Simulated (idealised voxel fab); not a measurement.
process module | voxel released beams
FYI the section here is cut, 260 nm wide, cells are 5 nm squares.
When this document writes out a cross-section, it uses a grid of square cells and lists it as bands, beginning at the top and moving down, with a band standing for one or more rows of cells.
This entry defines a band. It first specifies the height of the band's top and the height of its bottom in nm, and then specifies the band's materials from left to right, stating each material with its width in nm. The word "throughout" identifies a single material that fills the band from edge to edge, while the word "air" identifies empty space.
It should be noted that heights are counted from 0, beneath which the wafer as supplied is of one material throughout, and that the lowest band possesses no lower boundary but continues downward, as written in "0 nm and below".
A width such as "30 to 40" changes by the same amount from each row of cells to the next, from the band's top row to its bottom row.
You'll sometimes find "identical to before" written for a step, and that's the way of saying that nowhere in the cross-section did a cell change during that step.
Closed-off voids of 8+ cells (no open route to the top) go in "Enclosed void entries", written width x height at distance from the left edge, in nm.
Read whatever lies past the settings on a step's line as the simulator's own remark about the step.
Regarding "overlay nm": on a step with a mask, it is the distance the mask lay to the right of its planned place; a negative value places it to the left.

# This section lists the process steps that were planned
| 1 | op RECEIVE | material Si |
| 2 | op CONFORMAL_DEP | material SiN | thk nm 5 |
| 3 | op DIRECTIONAL_DEP | material SiO2 | thk nm 20 |
| 4 | op DIRECTIONAL_DEP | material aC | thk nm 15 |
| 5 | op PATTERN | tone open | mask id ANCHOR | material resist | width nm 25 | thk nm 30 | overlay nm 0 |
| 6 | op DIRECTIONAL_ETCH | etch materials aC | depth nm 15 |
| 7 | op STRIP | etch materials resist |
| 8 | op DIRECTIONAL_ETCH | etch materials SiO2 | depth nm 20 |
| 9 | op STRIP | etch materials aC |
| 10 | op CONFORMAL_DEP | material W | thk nm 10 |
| 11 | op PATTERN | tone cover | mask id BEAM | material resist | width nm 80 | thk nm 15 | overlay nm 0 |
| 12 | op DIRECTIONAL_ETCH | etch materials W | depth nm 10 |
| 13 | op STRIP | etch materials resist |
| 14 | op STRIP | etch materials SiO2 |

# First out of two wafers; run went to plan

# Wafer at receipt (post step 1), cross-section
	0 nm and below = Si throughout
	Enclosed void entries: none

# Wafer xsec, post step 2
	5 nm to 0 nm = SiN throughout
	Below 0, the layers are the same as they were.

# Wafer xsec, post step 3
	25 nm to 5 nm = SiO2 throughout
	Below 5, the layers are the same as they were.

# Wafer xsec, post step 4
	40 nm to 25 nm = aC throughout
	Below 25, the layers are the same as they were.

# Wafer xsec, post step 5
	70 nm to 40 nm = 90 resist / 25 air / 145 resist
	Below 40, the layers are the same as they were.

# Wafer xsec, post step 6
	55 nm to 40 nm = 90 resist / 25 air / 145 resist
	40 nm to 25 nm = 90 aC / 25 air / 145 aC
	Below 25, the layers are the same as they were.

# Wafer xsec, post step 7
	40 nm to 25 nm = 90 aC / 25 air / 145 aC
	Below 25, the layers are the same as they were.

# Wafer xsec, post step 8
	40 nm to 25 nm = 90 aC / 25 air / 145 aC
	25 nm to 5 nm = 90 SiO2 / 25 air / 145 SiO2
	Below 5, the layers are the same as they were.

# Wafer xsec, post step 9
	25 nm to 5 nm = 90 SiO2 / 25 air / 145 SiO2
	Below 5, the layers are the same as they were.

# Wafer xsec, post step 10
	35 nm to 25 nm = 100 W / 5 air / 155 W
	25 nm to 15 nm = 90 SiO2 / 10 W / 5 air / 10 W / 145 SiO2
	15 nm to 5 nm = 90 SiO2 / 25 W / 145 SiO2
	Below 5, the layers are the same as they were.

# Wafer xsec, post step 11
	50 nm to 35 nm = 85 air / 80 resist / 95 air
	35 nm to 25 nm = 100 W / 5 resist / 155 W
	25 nm to 15 nm = 90 SiO2 / 10 W / 5 resist / 10 W / 145 SiO2
	Below 15, the layers are the same as they were.

# Wafer xsec, post step 12
	50 nm to 35 nm = 85 air / 80 resist / 95 air
	35 nm to 25 nm = 85 air / 15 W / 5 resist / 60 W / 95 air
	Below 25, the layers are the same as they were.

# Wafer xsec, post step 13
	35 nm to 25 nm = 85 air / 15 W / 5 air / 60 W / 95 air
	25 nm to 15 nm = 90 SiO2 / 10 W / 5 air / 10 W / 145 SiO2
	Below 15, the layers are the same as they were.

# Wafer xsec, post step 14
	35 nm to 25 nm = 85 air / 15 W / 5 air / 60 W / 95 air
	25 nm to 15 nm = 90 air / 10 W / 5 air / 10 W / 145 air
	15 nm to 5 nm = 90 air / 25 W / 145 air
	Below 5, the layers are the same as they were.

# Wafer two of two - same starting point, same process plan, one mistake in execution; matches wafer one up to and including step 4

# X-section, second wafer, when step 5 was due to finish
	70 nm to 40 nm = 80 resist / 25 air / 155 resist
	Below 40, the layers are the same as they were.

# X-section, second wafer, when step 6 was due to finish
	55 nm to 40 nm = 80 resist / 25 air / 155 resist
	40 nm to 25 nm = 80 aC / 25 air / 155 aC
	Below 25, the layers are the same as they were.

# X-section, second wafer, when step 7 was due to finish
	40 nm to 25 nm = 80 aC / 25 air / 155 aC
	Below 25, the layers are the same as they were.

# X-section, second wafer, when step 8 was due to finish
	40 nm to 25 nm = 80 aC / 25 air / 155 aC
	25 nm to 5 nm = 80 SiO2 / 25 air / 155 SiO2
	Below 5, the layers are the same as they were.

# X-section, second wafer, when step 9 was due to finish
	25 nm to 5 nm = 80 SiO2 / 25 air / 155 SiO2
	Below 5, the layers are the same as they were.

# X-section, second wafer, when step 10 was due to finish
	35 nm to 25 nm = 90 W / 5 air / 165 W
	25 nm to 15 nm = 80 SiO2 / 10 W / 5 air / 10 W / 155 SiO2
	15 nm to 5 nm = 80 SiO2 / 25 W / 155 SiO2
	Below 5, the layers are the same as they were.

# X-section, second wafer, when step 11 was due to finish
	50 nm to 35 nm = 85 air / 80 resist / 95 air
	35 nm to 25 nm = 90 W / 5 resist / 165 W
	25 nm to 15 nm = 80 SiO2 / 10 W / 5 resist / 10 W / 155 SiO2
	Below 15, the layers are the same as they were.

# X-section, second wafer, when step 12 was due to finish
	50 nm to 35 nm = 85 air / 80 resist / 95 air
	35 nm to 25 nm = 85 air / 5 W / 5 resist / 70 W / 95 air
	Below 25, the layers are the same as they were.

# X-section, second wafer, when step 13 was due to finish
	35 nm to 25 nm = 85 air / 5 W / 5 air / 70 W / 95 air
	25 nm to 15 nm = 80 SiO2 / 10 W / 5 air / 10 W / 155 SiO2
	Below 15, the layers are the same as they were.

# X-section, second wafer, when step 14 was due to finish
	35 nm to 25 nm = 85 air / 5 W / 5 air / 70 W / 95 air
	25 nm to 15 nm = 80 air / 10 W / 5 air / 10 W / 155 air
	15 nm to 5 nm = 80 air / 25 W / 155 air
	Below 5, the layers are the same as they were.
what went wrong: rather than as planned, step 5 actually ran as op PATTERN | tone open | mask id ANCHOR | material resist | width nm 25 | thk nm 30 | overlay nm -10
Heads up: at the end the two wafers have identical cell counts per material, they're just laid out differently.
